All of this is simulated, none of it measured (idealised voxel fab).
Process module heading - voxel gate over fins
Square cell edge 5 nm, section width 145 nm, ID cut.
Cross-section layout: square cells on a grid; listed as bands, top to bottom; a band spans one or more cell rows.
First you get the band's top height and its bottom height, in nm, and then the materials it's made of, left to right, with each width in nm. If you see a single material with "everywhere", that one covers the band edge to edge. "blank" is empty space.
Basically, 0 is our baseline, since under it the wafer straight out of the box is all one material. The bottom band has no lower end and keeps on going down, so it looks like "0..down".
Top row gets the first number, bottom row gets the second, and each row in between changes by the same step: that is how a band width like "30 to 40" works.
The cross-section has no changed cell in any step marked "nothing was modified".
Look at "Enclosed internal cavities" for the closed voids: empty spaces with no open path to the top, sized 8 cells or up. Each is width x height at distance, distance from the left edge, all nm.
Step line, after settings: the simulator's comment on this step.
Steps that use a mask can have "overlay nm" on their line. It says how far the mask sat to the right of where it was meant to be. Negative means to the left.
BELOW IS THE LIST OF PLANNED PROCESS STEPS
step 1: RECEIVE with material Si
step 2: CONFORMAL_DEP with material SiN, thk nm 10
step 3: DIRECTIONAL_DEP with material aC, thk nm 15
step 4: PATTERN with tone cover, mask id FINS, material resist, width nm 15, pitch nm 40, thk nm 35, overlay nm 0
step 5: DIRECTIONAL_ETCH with etch materials aC, depth nm 15
step 6: STRIP with etch materials resist
step 7: DIRECTIONAL_ETCH with etch materials SiN, depth nm 10
step 8: DIRECTIONAL_ETCH with etch materials Si, depth nm 30
step 9: STRIP with etch materials aC
step 10: OXIDIZE with depth nm 5
step 11: FILL_DEP with material SiO2, thk nm 10
step 12: CMP with height nm 10
step 13: SELECTIVE_ETCH with etch materials SiO2, depth nm 25
step 14: STRIP with etch materials SiN
step 15: CONFORMAL_DEP with material HfO2, thk nm 5
step 16: CONFORMAL_DEP with material TiN, thk nm 5
step 17: FILL_DEP with material W, thk nm 10
step 18: CMP with height nm 15
step 19: CONFORMAL_DEP with material SiN, thk nm 5
WHAT FOLLOWS COVERS THE FIRST OF TWO WAFERS; IT RAN AS PLANNED
CROSS-SECTION OF THE WAFER UPON ARRIVAL, REPRESENTING THE STATE REACHED AFTER STEP 1
    0..down = Si everywhere
    Enclosed internal cavities: none
SECTIONAL VIEW: WAFER, AFTER STEP 2
    10..0 = SiN everywhere
    For the remainder of the cross-section, below 0, there is no change.
SECTIONAL VIEW: WAFER, AFTER STEP 3
    25..10 = aC everywhere
    For the remainder of the cross-section, below 10, there is no change.
SECTIONAL VIEW: WAFER, AFTER STEP 4
    60..25 = blank: 25 / resist: 15 / blank: 25 / resist: 15 / blank: 25 / resist: 15 / blank: 25
    For the remainder of the cross-section, below 25, there is no change.
SECTIONAL VIEW: WAFER, AFTER STEP 5
    45..25 = blank: 25 / resist: 15 / blank: 25 / resist: 15 / blank: 25 / resist: 15 / blank: 25
    25..10 = blank: 25 / aC: 15 / blank: 25 / aC: 15 / blank: 25 / aC: 15 / blank: 25
    For the remainder of the cross-section, below 10, there is no change.
SECTIONAL VIEW: WAFER, AFTER STEP 6
    25..10 = blank: 25 / aC: 15 / blank: 25 / aC: 15 / blank: 25 / aC: 15 / blank: 25
    For the remainder of the cross-section, below 10, there is no change.
SECTIONAL VIEW: WAFER, AFTER STEP 7
    25..10 = blank: 25 / aC: 15 / blank: 25 / aC: 15 / blank: 25 / aC: 15 / blank: 25
    10..0 = blank: 25 / SiN: 15 / blank: 25 / SiN: 15 / blank: 25 / SiN: 15 / blank: 25
    For the remainder of the cross-section, below 0, there is no change.
SECTIONAL VIEW: WAFER, AFTER STEP 8
    25..10 = blank: 25 / aC: 15 / blank: 25 / aC: 15 / blank: 25 / aC: 15 / blank: 25
    10..0 = blank: 25 / SiN: 15 / blank: 25 / SiN: 15 / blank: 25 / SiN: 15 / blank: 25
    0..-30 = blank: 25 / Si: 15 / blank: 25 / Si: 15 / blank: 25 / Si: 15 / blank: 25
    For the remainder of the cross-section, below -30, there is no change.
SECTIONAL VIEW: WAFER, AFTER STEP 9
    10..0 = blank: 25 / SiN: 15 / blank: 25 / SiN: 15 / blank: 25 / SiN: 15 / blank: 25
    For the remainder of the cross-section, below 0, there is no change.
SECTIONAL VIEW: WAFER, AFTER STEP 10
    10..0 = blank: 25 / SiN: 15 / blank: 25 / SiN: 15 / blank: 25 / SiN: 15 / blank: 25
    0..-30 = blank: 25 / SiO2: 5 / Si: 5 / SiO2: 5 / blank: 25 / SiO2: 5 / Si: 5 / SiO2: 5 / blank: 25 / SiO2: 5 / Si: 5 / SiO2: 5 / blank: 25
    -30..-35 = SiO2: 30 / Si: 5 / SiO2: 35 / Si: 5 / SiO2: 35 / Si: 5 / SiO2: 30
    For the remainder of the cross-section, below -35, there is no change.
SECTIONAL VIEW: WAFER, AFTER STEP 11
    20..10 = SiO2 everywhere
    10..0 = SiO2: 25 / SiN: 15 / SiO2: 25 / SiN: 15 / SiO2: 25 / SiN: 15 / SiO2: 25
    0..-35 = SiO2: 30 / Si: 5 / SiO2: 35 / Si: 5 / SiO2: 35 / Si: 5 / SiO2: 30
    For the remainder of the cross-section, below -35, there is no change.
SECTIONAL VIEW: WAFER, AFTER STEP 12
    10..0 = SiO2: 25 / SiN: 15 / SiO2: 25 / SiN: 15 / SiO2: 25 / SiN: 15 / SiO2: 25
    For the remainder of the cross-section, below 0, there is no change.
SECTIONAL VIEW: WAFER, AFTER STEP 13
    10..0 = blank: 25 / SiN: 15 / blank: 25 / SiN: 15 / blank: 25 / SiN: 15 / blank: 25
    0..-15 = blank: 30 / Si: 5 / blank: 35 / Si: 5 / blank: 35 / Si: 5 / blank: 30
    For the remainder of the cross-section, below -15, there is no change.
SECTIONAL VIEW: WAFER, AFTER STEP 14
    0..-15 = blank: 30 / Si: 5 / blank: 35 / Si: 5 / blank: 35 / Si: 5 / blank: 30
    For the remainder of the cross-section, below -15, there is no change.
SECTIONAL VIEW: WAFER, AFTER STEP 15
    5..0 = blank: 25 / HfO2: 15 / blank: 25 / HfO2: 15 / blank: 25 / HfO2: 15 / blank: 25
    0..-10 = blank: 25 / HfO2: 5 / Si: 5 / HfO2: 5 / blank: 25 / HfO2: 5 / Si: 5 / HfO2: 5 / blank: 25 / HfO2: 5 / Si: 5 / HfO2: 5 / blank: 25
    -10..-15 = HfO2: 30 / Si: 5 / HfO2: 35 / Si: 5 / HfO2: 35 / Si: 5 / HfO2: 30
    For the remainder of the cross-section, below -15, there is no change.
SECTIONAL VIEW: WAFER, AFTER STEP 16
    10..5 = blank: 20 / TiN: 25 / blank: 15 / TiN: 25 / blank: 15 / TiN: 25 / blank: 20
    5..0 = blank: 20 / TiN: 5 / HfO2: 15 / TiN: 5 / blank: 15 / TiN: 5 / HfO2: 15 / TiN: 5 / blank: 15 / TiN: 5 / HfO2: 15 / TiN: 5 / blank: 20
    0..-5 = blank: 20 / TiN: 5 / HfO2: 5 / Si: 5 / HfO2: 5 / TiN: 5 / blank: 15 / TiN: 5 / HfO2: 5 / Si: 5 / HfO2: 5 / TiN: 5 / blank: 15 / TiN: 5 / HfO2: 5 / Si: 5 / HfO2: 5 / TiN: 5 / blank: 20
    -5..-10 = TiN: 25 / HfO2: 5 / Si: 5 / HfO2: 5 / TiN: 25 / HfO2: 5 / Si: 5 / HfO2: 5 / TiN: 25 / HfO2: 5 / Si: 5 / HfO2: 5 / TiN: 25
    For the remainder of the cross-section, below -10, there is no change.
SECTIONAL VIEW: WAFER, AFTER STEP 17
    20..10 = W everywhere
    10..5 = W: 20 / TiN: 25 / W: 15 / TiN: 25 / W: 15 / TiN: 25 / W: 20
    5..0 = W: 20 / TiN: 5 / HfO2: 15 / TiN: 5 / W: 15 / TiN: 5 / HfO2: 15 / TiN: 5 / W: 15 / TiN: 5 / HfO2: 15 / TiN: 5 / W: 20
    0..-5 = W: 20 / TiN: 5 / HfO2: 5 / Si: 5 / HfO2: 5 / TiN: 5 / W: 15 / TiN: 5 / HfO2: 5 / Si: 5 / HfO2: 5 / TiN: 5 / W: 15 / TiN: 5 / HfO2: 5 / Si: 5 / HfO2: 5 / TiN: 5 / W: 20
    For the remainder of the cross-section, below -5, there is no change.
SECTIONAL VIEW: WAFER, AFTER STEP 18
    15..10 = W everywhere
    For the remainder of the cross-section, below 10, there is no change.
SECTIONAL VIEW: WAFER, AFTER STEP 19
    20..15 = SiN everywhere
    For the remainder of the cross-section, below 15, there is no change.
WAFER TWO OF THE PAIR: SAME ORIGIN, SAME PLAN, ONE ERROR DURING THE RUN; IDENTICAL TO WAFER ONE UP TO AND INCLUDING STEP 14
Second wafer, cross-section, planned end of step 15: nothing was modified
SECOND WAFER, CROSS-SECTION, PLANNED END OF STEP 16
    5..0 = blank: 25 / TiN: 15 / blank: 25 / TiN: 15 / blank: 25 / TiN: 15 / blank: 25
    0..-10 = blank: 25 / TiN: 5 / Si: 5 / TiN: 5 / blank: 25 / TiN: 5 / Si: 5 / TiN: 5 / blank: 25 / TiN: 5 / Si: 5 / TiN: 5 / blank: 25
    -10..-15 = TiN: 30 / Si: 5 / TiN: 35 / Si: 5 / TiN: 35 / Si: 5 / TiN: 30
    For the remainder of the cross-section, below -15, there is no change.
SECOND WAFER, CROSS-SECTION, PLANNED END OF STEP 17
    15..5 = W everywhere
    5..0 = W: 25 / TiN: 15 / W: 25 / TiN: 15 / W: 25 / TiN: 15 / W: 25
    0..-10 = W: 25 / TiN: 5 / Si: 5 / TiN: 5 / W: 25 / TiN: 5 / Si: 5 / TiN: 5 / W: 25 / TiN: 5 / Si: 5 / TiN: 5 / W: 25
    For the remainder of the cross-section, below -10, there is no change.
Second wafer, cross-section, planned end of step 18: nothing was modified
SECOND WAFER, CROSS-SECTION, PLANNED END OF STEP 19
    20..15 = SiN everywhere
    For the remainder of the cross-section, below 15, there is no change.
Deviation from plan: plan step 15 skipped
Bottom line after processing is that, in cells, the second wafer is up or down on some materials versus the first: 47 fewer of HfO2 | 47 more of W
